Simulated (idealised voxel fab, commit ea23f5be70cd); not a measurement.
Presented below is a process module, voxel air gaps.
FYI the section here is cut, 255 nm wide, cells are 5 nm squares.
A cross-section is a grid of square cells, given in bands from the top down. A band is one or more rows of cells. Per band: top height and bottom height in nm, followed by the left-to-right materials and their widths in nm; "throughout" marks a single material spanning edge to edge, "air" marks empty space. Convention: height 0 is the level below which the wafer, as received, is all one material. The lowest band does not terminate at the bottom but continues downward, represented as "0 down". The expression "30..40" gives the width at the extremes of the band, the first number at its top row of cells and the second at its bottom row, with the width changing by equal amounts from each row to the next in between. Where the words "no alterations made" appear for a step, the cross-section shows no cell changed by that step; every cell remained as before. Heads up: "Trapped void list" only lists the empty pockets with no open path to the top that are 8 cells or more, and it writes them as width x height at distance, distance from the left edge, in nm. It should be noted that, on the line of a given step, the content following the step's settings is a remark produced by the simulator itself with respect to that step. Steps that use a mask can have "overlay nm" on their line. It says how far the mask sat to the right of where it was meant to be. Negative means to the left.
**Intended process steps**
1: RECEIVE (material Si)
2: CONFORMAL_DEP (material SiO2; thk nm 10)
3: CONFORMAL_DEP (material SiN; thk nm 5)
4: DIRECTIONAL_DEP (material lowk; thk nm 40)
5: PATTERN (tone open; mask id LINES; material resist; width nm 15; pitch nm 40; thk nm 15; overlay nm 0)
6: DIRECTIONAL_ETCH (etch materials lowk; depth nm 40)
7: STRIP (etch materials resist)
8: CONFORMAL_DEP (material TiN; thk nm 5)
9: FILL_DEP (material Cu; thk nm 5)
10: CMP (height nm 55)
11: EPI (material Ru; thk nm 10)
12: SELECTIVE_ETCH (etch materials lowk; depth nm 50)
13: CONFORMAL_DEP (material SiN; thk nm 5)
**So, the first of our two wafers, run just as we planned it**
**Cross-section of the wafer as it came to us, i.e., already through step 1**
- 0 down: Si throughout
- Trapped void list: none
**Take a look at the wafer's cross-section after step 2**
- 10 to 0: SiO2 throughout
- Note: structure below 0 unchanged.
**Take a look at the wafer's cross-section after step 3**
- 15 to 10: SiN throughout
- Note: structure below 10 unchanged.
**Take a look at the wafer's cross-section after step 4**
- 55 to 15: lowk throughout
- Note: structure below 15 unchanged.
**Take a look at the wafer's cross-section after step 5**
- 70 to 55: resist=60, air=15, resist=25, air=15, resist=25, air=15, resist=25, air=15, resist=60
- Note: structure below 55 unchanged.
**Take a look at the wafer's cross-section after step 6**
- 70 to 55: resist=60, air=15, resist=25, air=15, resist=25, air=15, resist=25, air=15, resist=60
- 55 to 15: lowk=60, air=15, lowk=25, air=15, lowk=25, air=15, lowk=25, air=15, lowk=60
- Note: structure below 15 unchanged.
**Take a look at the wafer's cross-section after step 7**
- 55 to 15: lowk=60, air=15, lowk=25, air=15, lowk=25, air=15, lowk=25, air=15, lowk=60
- Note: structure below 15 unchanged.
**Take a look at the wafer's cross-section after step 8**
- 60 to 55: TiN=65, air=5, TiN=35, air=5, TiN=35, air=5, TiN=35, air=5, TiN=65
- 55 to 20: lowk=60, TiN=5, air=5, TiN=5, lowk=25, TiN=5, air=5, TiN=5, lowk=25, TiN=5, air=5, TiN=5, lowk=25, TiN=5, air=5, TiN=5, lowk=60
- 20 to 15: lowk=60, TiN=15, lowk=25, TiN=15, lowk=25, TiN=15, lowk=25, TiN=15, lowk=60
- Note: structure below 15 unchanged.
**Take a look at the wafer's cross-section after step 9**
- 65 to 60: Cu throughout
- 60 to 55: TiN=65, Cu=5, TiN=35, Cu=5, TiN=35, Cu=5, TiN=35, Cu=5, TiN=65
- 55 to 20: lowk=60, TiN=5, Cu=5, TiN=5, lowk=25, TiN=5, Cu=5, TiN=5, lowk=25, TiN=5, Cu=5, TiN=5, lowk=25, TiN=5, Cu=5, TiN=5, lowk=60
- Note: structure below 20 unchanged.
**Take a look at the wafer's cross-section after step 10**
- 55 to 20: lowk=60, TiN=5, Cu=5, TiN=5, lowk=25, TiN=5, Cu=5, TiN=5, lowk=25, TiN=5, Cu=5, TiN=5, lowk=25, TiN=5, Cu=5, TiN=5, lowk=60
- Note: structure below 20 unchanged.
**Take a look at the wafer's cross-section after step 11**
- 65 to 55: air=50, Ru=35, air=5, Ru=35, air=5, Ru=35, air=5, Ru=35, air=50
- Note: structure below 55 unchanged.
**Take a look at the wafer's cross-section after step 12**
- 65 to 55: air=50, Ru=35, air=5, Ru=35, air=5, Ru=35, air=5, Ru=35, air=50
- 55 to 20: air=60, TiN=5, Cu=5, TiN=5, air=25, TiN=5, Cu=5, TiN=5, air=25, TiN=5, Cu=5, TiN=5, air=25, TiN=5, Cu=5, TiN=5, air=60
- 20 to 15: air=60, TiN=15, air=25, TiN=15, air=25, TiN=15, air=25, TiN=15, air=60
- Note: structure below 15 unchanged.
**Take a look at the wafer's cross-section after step 13**
- 70 to 65: air=45, SiN=165, air=45
- 65 to 55: air=45, SiN=5, Ru=35, SiN=5, Ru=35, SiN=5, Ru=35, SiN=5, Ru=35, SiN=5, air=45
- 55 to 50: air=45, SiN=15, TiN=5, Cu=5, TiN=5, SiN=25, TiN=5, Cu=5, TiN=5, SiN=25, TiN=5, Cu=5, TiN=5, SiN=25, TiN=5, Cu=5, TiN=5, SiN=15, air=45
- 50 to 20: air=55, SiN=5, TiN=5, Cu=5, TiN=5, SiN=5, air=15, SiN=5, TiN=5, Cu=5, TiN=5, SiN=5, air=15, SiN=5, TiN=5, Cu=5, TiN=5, SiN=5, air=15, SiN=5, TiN=5, Cu=5, TiN=5, SiN=5, air=55
- 20 to 15: SiN=60, TiN=15, SiN=25, TiN=15, SiN=25, TiN=15, SiN=25, TiN=15, SiN=60
- Note: structure below 15 unchanged.
- Trapped void list: 15 x 30 at 80; 15 x 30 at 120; 15 x 30 at 160
**For the second wafer, take the first wafer's start and plan, then add one mistake made in running it; everything through step 1, that step included, is shared with the first**
**At the planned end of step 2, the second wafer in cross-section**
- 5 to 0: SiN throughout
- Note: structure below 0 unchanged.
**At the planned end of step 3, the second wafer in cross-section**
- 15 to 5: SiO2 throughout
- Note: structure below 5 unchanged.
**At the planned end of step 4, the second wafer in cross-section**
- 55 to 15: lowk throughout
- Note: structure below 15 unchanged.
**At the planned end of step 5, the second wafer in cross-section**
- 70 to 55: resist=60, air=15, resist=25, air=15, resist=25, air=15, resist=25, air=15, resist=60
- Note: structure below 55 unchanged.
**At the planned end of step 6, the second wafer in cross-section**
- 70 to 55: resist=60, air=15, resist=25, air=15, resist=25, air=15, resist=25, air=15, resist=60
- 55 to 15: lowk=60, air=15, lowk=25, air=15, lowk=25, air=15, lowk=25, air=15, lowk=60
- Note: structure below 15 unchanged.
**At the planned end of step 7, the second wafer in cross-section**
- 55 to 15: lowk=60, air=15, lowk=25, air=15, lowk=25, air=15, lowk=25, air=15, lowk=60
- Note: structure below 15 unchanged.
**At the planned end of step 8, the second wafer in cross-section**
- 60 to 55: TiN=65, air=5, TiN=35, air=5, TiN=35, air=5, TiN=35, air=5, TiN=65
- 55 to 20: lowk=60, TiN=5, air=5, TiN=5, lowk=25, TiN=5, air=5, TiN=5, lowk=25, TiN=5, air=5, TiN=5, lowk=25, TiN=5, air=5, TiN=5, lowk=60
- 20 to 15: lowk=60, TiN=15, lowk=25, TiN=15, lowk=25, TiN=15, lowk=25, TiN=15, lowk=60
- Note: structure below 15 unchanged.
**At the planned end of step 9, the second wafer in cross-section**
- 65 to 60: Cu throughout
- 60 to 55: TiN=65, Cu=5, TiN=35, Cu=5, TiN=35, Cu=5, TiN=35, Cu=5, TiN=65
- 55 to 20: lowk=60, TiN=5, Cu=5, TiN=5, lowk=25, TiN=5, Cu=5, TiN=5, lowk=25, TiN=5, Cu=5, TiN=5, lowk=25, TiN=5, Cu=5, TiN=5, lowk=60
- Note: structure below 20 unchanged.
**At the planned end of step 10, the second wafer in cross-section**
- 55 to 20: lowk=60, TiN=5, Cu=5, TiN=5, lowk=25, TiN=5, Cu=5, TiN=5, lowk=25, TiN=5, Cu=5, TiN=5, lowk=25, TiN=5, Cu=5, TiN=5, lowk=60
- Note: structure below 20 unchanged.
**At the planned end of step 11, the second wafer in cross-section**
- 65 to 55: air=50, Ru=35, air=5, Ru=35, air=5, Ru=35, air=5, Ru=35, air=50
- Note: structure below 55 unchanged.
**At the planned end of step 12, the second wafer in cross-section**
- 65 to 55: air=50, Ru=35, air=5, Ru=35, air=5, Ru=35, air=5, Ru=35, air=50
- 55 to 20: air=60, TiN=5, Cu=5, TiN=5, air=25, TiN=5, Cu=5, TiN=5, air=25, TiN=5, Cu=5, TiN=5, air=25, TiN=5, Cu=5, TiN=5, air=60
- 20 to 15: air=60, TiN=15, air=25, TiN=15, air=25, TiN=15, air=25, TiN=15, air=60
- Note: structure below 15 unchanged.
**At the planned end of step 13, the second wafer in cross-section**
- 70 to 65: air=45, SiN=165, air=45
- 65 to 55: air=45, SiN=5, Ru=35, SiN=5, Ru=35, SiN=5, Ru=35, SiN=5, Ru=35, SiN=5, air=45
- 55 to 50: air=45, SiN=15, TiN=5, Cu=5, TiN=5, SiN=25, TiN=5, Cu=5, TiN=5, SiN=25, TiN=5, Cu=5, TiN=5, SiN=25, TiN=5, Cu=5, TiN=5, SiN=15, air=45
- 50 to 20: air=55, SiN=5, TiN=5, Cu=5, TiN=5, SiN=5, air=15, SiN=5, TiN=5, Cu=5, TiN=5, SiN=5, air=15, SiN=5, TiN=5, Cu=5, TiN=5, SiN=5, air=15, SiN=5, TiN=5, Cu=5, TiN=5, SiN=5, air=55
- 20 to 15: SiN=60, TiN=15, SiN=25, TiN=15, SiN=25, TiN=15, SiN=25, TiN=15, SiN=60
- Note: structure below 15 unchanged.
- Trapped void list: 15 x 30 at 80; 15 x 30 at 120; 15 x 30 at 160
Here's what went sideways: mixed up steps 2 and 3 - ran each in the other's place
If you tally the cells, the second wafer ends up with the same amount of every material as the first; it's all just sitting in different places.
